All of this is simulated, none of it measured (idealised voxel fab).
Proc. module: voxel trench capacitor
Each square cell in cross-section cut measures 5 nm, and the section as a whole is 285 nm wide.
Reading order for cross-sections: top band down to bottom band. Underlying form: a grid of square cells. Band size: one or more rows of cells. Each band's line starts with the height of the band's top and of its bottom, in nm. Then come its materials from left to right, each with its width in nm. One material with "edge to edge" fills the band from edge to edge. "air" is empty space. Heads up on the height convention: 0 is the point under which the incoming wafer is all one material, and the lowest band has no bottom, it just keeps going down, like "z 0 and below". It should be noted that a width expressed as "30->40" varies in equal increments from row to row of cells within the band, taking the value of the first number at the top row and that of the second number at the bottom row. Step note "nothing different" = no cross-section cell changed. "Unvented internal voids" contains a list of empty spaces, each no smaller than 8 cells and without an open way to the top, written in the form width x height at distance with the distance from the left edge and all three in nm. What comes after the settings on a step's line is commentary from the simulator itself on that step. overlay nm: right-of-plan distance of the mask on a masked step; negative values mean left-of-plan.

# Process steps foreseen in the plan
| 1 | RECEIVE (material Si) |
| 2 | CONFORMAL_DEP (material SiN; thk nm 10) |
| 3 | DIRECTIONAL_DEP (material aC; thk nm 10) |
| 4 | PATTERN (tone open; mask id TRENCH; material resist; width nm 25; pitch nm 50; thk nm 30; overlay nm 0) |
| 5 | DIRECTIONAL_ETCH (etch materials aC; depth nm 10) |
| 6 | STRIP (etch materials resist) |
| 7 | DIRECTIONAL_ETCH (etch materials SiN; depth nm 10) |
| 8 | DIRECTIONAL_ETCH (etch materials Si; depth nm 30) |
| 9 | STRIP (etch materials aC) |
| 10 | CONFORMAL_DEP (material SiO2; thk nm 5) |
| 11 | FILL_DEP (material polySi; thk nm 10) |
| 12 | CMP (height nm 10) |

# Wafer, first of two, run as planned

# Cross-section of the incoming wafer, state after step 1
- z 0 and below = Si edge to edge
- Unvented internal voids: none

# Once step 2 is through, the wafer looks like this in cross-section
- z 10 to 0 = SiN edge to edge
- Anything lower than 0 is untouched.

# Once step 3 is through, the wafer looks like this in cross-section
- z 20 to 10 = aC edge to edge
- Anything lower than 10 is untouched.

# Once step 4 is through, the wafer looks like this in cross-section
- z 50 to 20 = resist (105), air (25), resist (25), air (25), resist (105)
- Anything lower than 20 is untouched.

# Once step 5 is through, the wafer looks like this in cross-section
- z 40 to 20 = resist (105), air (25), resist (25), air (25), resist (105)
- z 20 to 10 = aC (105), air (25), aC (25), air (25), aC (105)
- Anything lower than 10 is untouched.

# Once step 6 is through, the wafer looks like this in cross-section
- z 20 to 10 = aC (105), air (25), aC (25), air (25), aC (105)
- Anything lower than 10 is untouched.

# Once step 7 is through, the wafer looks like this in cross-section
- z 20 to 10 = aC (105), air (25), aC (25), air (25), aC (105)
- z 10 to 0 = SiN (105), air (25), SiN (25), air (25), SiN (105)
- Anything lower than 0 is untouched.

# Once step 8 is through, the wafer looks like this in cross-section
- z 20 to 10 = aC (105), air (25), aC (25), air (25), aC (105)
- z 10 to 0 = SiN (105), air (25), SiN (25), air (25), SiN (105)
- z 0 to -30 = Si (105), air (25), Si (25), air (25), Si (105)
- Anything lower than -30 is untouched.

# Once step 9 is through, the wafer looks like this in cross-section
- z 10 to 0 = SiN (105), air (25), SiN (25), air (25), SiN (105)
- Anything lower than 0 is untouched.

# Once step 10 is through, the wafer looks like this in cross-section
- z 15 to 10 = SiO2 (110), air (15), SiO2 (35), air (15), SiO2 (110)
- z 10 to 0 = SiN (105), SiO2 (5), air (15), SiO2 (5), SiN (25), SiO2 (5), air (15), SiO2 (5), SiN (105)
- z 0 to -25 = Si (105), SiO2 (5), air (15), SiO2 (5), Si (25), SiO2 (5), air (15), SiO2 (5), Si (105)
- z -25 to -30 = Si (105), SiO2 (25), Si (25), SiO2 (25), Si (105)
- Anything lower than -30 is untouched.

# Once step 11 is through, the wafer looks like this in cross-section
- z 25 to 15 = polySi edge to edge
- z 15 to 10 = SiO2 (110), polySi (15), SiO2 (35), polySi (15), SiO2 (110)
- z 10 to 0 = SiN (105), SiO2 (5), polySi (15), SiO2 (5), SiN (25), SiO2 (5), polySi (15), SiO2 (5), SiN (105)
- z 0 to -25 = Si (105), SiO2 (5), polySi (15), SiO2 (5), Si (25), SiO2 (5), polySi (15), SiO2 (5), Si (105)
- Anything lower than -25 is untouched.

# Once step 12 is through, the wafer looks like this in cross-section
- z 10 to 0 = SiN (105), SiO2 (5), polySi (15), SiO2 (5), SiN (25), SiO2 (5), polySi (15), SiO2 (5), SiN (105)
- Anything lower than 0 is untouched.

# Here the second wafer is described. Its start and its plan were those of the first wafer. Its run contained one mistake. Up to and including step 3, it did exactly what the first wafer did

# Cross-sectional view of the second wafer at the intended end time of process step 4
- z 50 to 20 = resist (105), air (30), resist (20), air (30), resist (100)
- Anything lower than 20 is untouched.

# Cross-sectional view of the second wafer at the intended end time of process step 5
- z 40 to 20 = resist (105), air (30), resist (20), air (30), resist (100)
- z 20 to 10 = aC (105), air (30), aC (20), air (30), aC (100)
- Anything lower than 10 is untouched.

# Cross-sectional view of the second wafer at the intended end time of process step 6
- z 20 to 10 = aC (105), air (30), aC (20), air (30), aC (100)
- Anything lower than 10 is untouched.

# Cross-sectional view of the second wafer at the intended end time of process step 7
- z 20 to 10 = aC (105), air (30), aC (20), air (30), aC (100)
- z 10 to 0 = SiN (105), air (30), SiN (20), air (30), SiN (100)
- Anything lower than 0 is untouched.

# Cross-sectional view of the second wafer at the intended end time of process step 8
- z 20 to 10 = aC (105), air (30), aC (20), air (30), aC (100)
- z 10 to 0 = SiN (105), air (30), SiN (20), air (30), SiN (100)
- z 0 to -30 = Si (105), air (30), Si (20), air (30), Si (100)
- Anything lower than -30 is untouched.

# Cross-sectional view of the second wafer at the intended end time of process step 9
- z 10 to 0 = SiN (105), air (30), SiN (20), air (30), SiN (100)
- Anything lower than 0 is untouched.

# Cross-sectional view of the second wafer at the intended end time of process step 10
- z 15 to 10 = SiO2 (110), air (20), SiO2 (30), air (20), SiO2 (105)
- z 10 to 0 = SiN (105), SiO2 (5), air (20), SiO2 (5), SiN (20), SiO2 (5), air (20), SiO2 (5), SiN (100)
- z 0 to -25 = Si (105), SiO2 (5), air (20), SiO2 (5), Si (20), SiO2 (5), air (20), SiO2 (5), Si (100)
- z -25 to -30 = Si (105), SiO2 (30), Si (20), SiO2 (30), Si (100)
- Anything lower than -30 is untouched.

# Cross-sectional view of the second wafer at the intended end time of process step 11
- z 25 to 15 = polySi edge to edge
- z 15 to 10 = SiO2 (110), polySi (20), SiO2 (30), polySi (20), SiO2 (105)
- z 10 to 0 = SiN (105), SiO2 (5), polySi (20), SiO2 (5), SiN (20), SiO2 (5), polySi (20), SiO2 (5), SiN (100)
- z 0 to -25 = Si (105), SiO2 (5), polySi (20), SiO2 (5), Si (20), SiO2 (5), polySi (20), SiO2 (5), Si (100)
- Anything lower than -25 is untouched.

# Cross-sectional view of the second wafer at the intended end time of process step 12
- z 10 to 0 = SiN (105), SiO2 (5), polySi (20), SiO2 (5), SiN (20), SiO2 (5), polySi (20), SiO2 (5), SiN (100)
- Anything lower than 0 is untouched.
In executing the process, a mistake was made relative to the plan: step 4 ran as: PATTERN (tone open; mask id TRENCH; material resist; width nm 30; pitch nm 50; thk nm 30; overlay nm 0)
Heads up, by the end the second wafer has more or fewer cells of some materials compared to the first: Si: 12 fewer; SiN: 4 fewer; SiO2: 2 more; polySi: 14 more
